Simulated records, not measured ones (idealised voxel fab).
Process module name: voxel wiring stack
Pictured: cross-section cut, 155 nm wide, on a grid of 5 nm square cells.
Cross-section layout: square cells on a grid; listed as bands, top to bottom; a band spans one or more cell rows.
For a band, the entry starts with two heights in nm, that of the top and then that of the bottom, and carries on with the band's materials in order from left to right, each alongside its width in nm; the word "throughout" beside a single material means it fills the band edge to edge, and "air" means empty space.
Heights are reckoned from 0. Under this level, the received wafer is all of one material. The bottommost band is open-ended downward, for example "0 -> down".
With a width like "30->40", each row of cells in the band differs from the next by the same amount, the top row carrying the first number and the bottom row the second.
Key: "nothing changed" - step with no changed cell in the cross-section.
Under "Closed void entries" you'll find the enclosed gaps, the ones with no way out to the top, that are 8 cells or bigger; each reads width x height at distance, with distance counted from the left edge, everything in nm.
Step line, after settings: the simulator's comment on this step.
A step's line can hold "overlay nm"; with a mask on that step, the setting says how far right of the planned place the mask lay, while a negative setting says it lay to the left.

# Listed below are the process steps as planned
1 RECEIVE | material Si
2 CONFORMAL_DEP | material SiO2 | thk nm 15
3 CONFORMAL_DEP | material SiN | thk nm 5
4 DIRECTIONAL_DEP | material SiO2 | thk nm 25
5 DIRECTIONAL_DEP | material aC | thk nm 10
6 PATTERN | tone open | mask id METAL_1 | material resist | width nm 25 | pitch nm 45 | thk nm 25 | overlay nm 0
7 DIRECTIONAL_ETCH | etch materials aC | depth nm 10
8 STRIP | etch materials resist
9 DIRECTIONAL_ETCH | etch materials SiO2 | depth nm 25
10 DIRECTIONAL_ETCH | etch materials SiN | depth nm 5
11 STRIP | etch materials aC
12 CONFORMAL_DEP | material TiN | thk nm 5
13 FILL_DEP | material Ru | thk nm 5
14 CMP | height nm 45
15 CONFORMAL_DEP | material SiCN | thk nm 5
16 DIRECTIONAL_DEP | material lowk | thk nm 25
17 DIRECTIONAL_DEP | material aC | thk nm 10
18 PATTERN | tone open | mask id METAL_2_HOLES | material resist | width nm 15 | pitch nm 45 | thk nm 30 | overlay nm 0
19 DIRECTIONAL_ETCH | etch materials aC | depth nm 10
20 STRIP | etch materials resist
21 DIRECTIONAL_ETCH | etch materials lowk | depth nm 25
22 STRIP | etch materials aC
23 MASKED_ETCH | tone open | mask id METAL_2 | width nm 25 | pitch nm 45 | etch materials lowk | depth nm 15 | overlay nm 0
24 MASKED_ETCH | tone open | mask id METAL_2 | width nm 25 | pitch nm 45 | etch materials SiCN | depth nm 5 | overlay nm 0
25 CONFORMAL_DEP | material TiN | thk nm 5
26 FILL_DEP | material Cu | thk nm 10
27 CMP | height nm 75
28 CONFORMAL_DEP | material SiCN | thk nm 5
29 DIRECTIONAL_DEP | material SiO2 | thk nm 35
30 PATTERN | tone open | mask id METAL_3_HOLES | material resist | width nm 15 | thk nm 20 | overlay nm 0
31 DIRECTIONAL_ETCH | etch materials SiO2 | depth nm 35
32 STRIP | etch materials resist
33 PATTERN | tone open | mask id METAL_3 | material resist | width nm 25 | pitch nm 45 | thk nm 15 | overlay nm 0
34 DIRECTIONAL_ETCH | etch materials SiO2 | depth nm 20
35 DIRECTIONAL_ETCH | etch materials SiCN | depth nm 5
36 STRIP | etch materials resist
37 CONFORMAL_DEP | material TiN | thk nm 5
38 FILL_DEP | material Cu | thk nm 5
39 CMP | height nm 115
40 CONFORMAL_DEP | material SiN | thk nm 5

# Cross-section of the wafer as it came to us, i.e., already through step 1
	0 -> down | Si throughout
	Closed void entries: none

# The first of two wafers, cross-sectioned at the end of the module, with the run proceeding as planned
	120 -> 115 | SiN throughout
	115 -> 100 | 40 nm SiO2, then 5 nm TiN, then 15 nm Cu, then 5 nm TiN, then 20 nm SiO2, then 5 nm TiN, then 15 nm Cu, then 5 nm TiN, then 45 nm SiO2
	100 -> 95 | 40 nm SiO2, then 5 nm TiN, then 5 nm Cu, then 15 nm TiN, then 20 nm SiO2, then 25 nm TiN, then 45 nm SiO2
	95 -> 80 | 40 nm SiO2, then 5 nm TiN, then 5 nm Cu, then 5 nm TiN, then 100 nm SiO2
	80 -> 75 | 40 nm SiCN, then 15 nm TiN, then 100 nm SiCN
	75 -> 65 | 40 nm lowk, then 5 nm TiN, then 15 nm Cu, then 5 nm TiN, then 20 nm lowk, then 5 nm TiN, then 15 nm Cu, then 5 nm TiN, then 45 nm lowk
	65 -> 60 | 40 nm lowk, then 5 nm TiN, then 5 nm Cu, then 15 nm TiN, then 20 nm lowk, then 5 nm TiN, then 5 nm Cu, then 15 nm TiN, then 45 nm lowk
	60 -> 50 | 40 nm lowk, then 5 nm TiN, then 5 nm Cu, then 5 nm TiN, then 30 nm lowk, then 5 nm TiN, then 5 nm Cu, then 5 nm TiN, then 55 nm lowk
	50 -> 45 | 40 nm SiCN, then 15 nm TiN, then 30 nm SiCN, then 15 nm TiN, then 55 nm SiCN
	45 -> 20 | 40 nm SiO2, then 5 nm TiN, then 15 nm Ru, then 5 nm TiN, then 20 nm SiO2, then 5 nm TiN, then 15 nm Ru, then 5 nm TiN, then 45 nm SiO2
	20 -> 15 | 40 nm SiN, then 25 nm TiN, then 20 nm SiN, then 25 nm TiN, then 45 nm SiN
	15 -> 0 | SiO2 throughout
	0 -> down | Si throughout
	Closed void entries: none

# Now the second wafer, cross-sectioned at the end of the module. Nothing different at the start, nothing different in the plan compared with the first, just one mistake when it was actually run
	120 -> 115 | SiN throughout
	115 -> 100 | 40 nm SiO2, then 5 nm TiN, then 5 nm Cu, then 5 nm TiN, then 100 nm SiO2
	100 -> 95 | 40 nm SiO2, then 15 nm TiN, then 100 nm SiO2
	95 -> 80 | SiO2 throughout
	80 -> 75 | SiCN throughout
	75 -> 65 | 40 nm lowk, then 5 nm TiN, then 15 nm Cu, then 5 nm TiN, then 20 nm lowk, then 5 nm TiN, then 15 nm Cu, then 5 nm TiN, then 45 nm lowk
	65 -> 60 | 40 nm lowk, then 5 nm TiN, then 5 nm Cu, then 15 nm TiN, then 20 nm lowk, then 5 nm TiN, then 5 nm Cu, then 15 nm TiN, then 45 nm lowk
	60 -> 50 | 40 nm lowk, then 5 nm TiN, then 5 nm Cu, then 5 nm TiN, then 30 nm lowk, then 5 nm TiN, then 5 nm Cu, then 5 nm TiN, then 55 nm lowk
	50 -> 45 | 40 nm SiCN, then 15 nm TiN, then 30 nm SiCN, then 15 nm TiN, then 55 nm SiCN
	45 -> 20 | 40 nm SiO2, then 5 nm TiN, then 15 nm Ru, then 5 nm TiN, then 20 nm SiO2, then 5 nm TiN, then 15 nm Ru, then 5 nm TiN, then 45 nm SiO2
	20 -> 15 | 40 nm SiN, then 25 nm TiN, then 20 nm SiN, then 25 nm TiN, then 45 nm SiN
	15 -> 0 | SiO2 throughout
	0 -> down | Si throughout
	Closed void entries: none
what went wrong: it should be noted that step 29 of the plan was executed twice
End of process, cell counts, second wafer against first, materials with more or fewer: 19 fewer of Cu | 3 more of SiCN | 37 more of SiO2 | 21 fewer of TiN
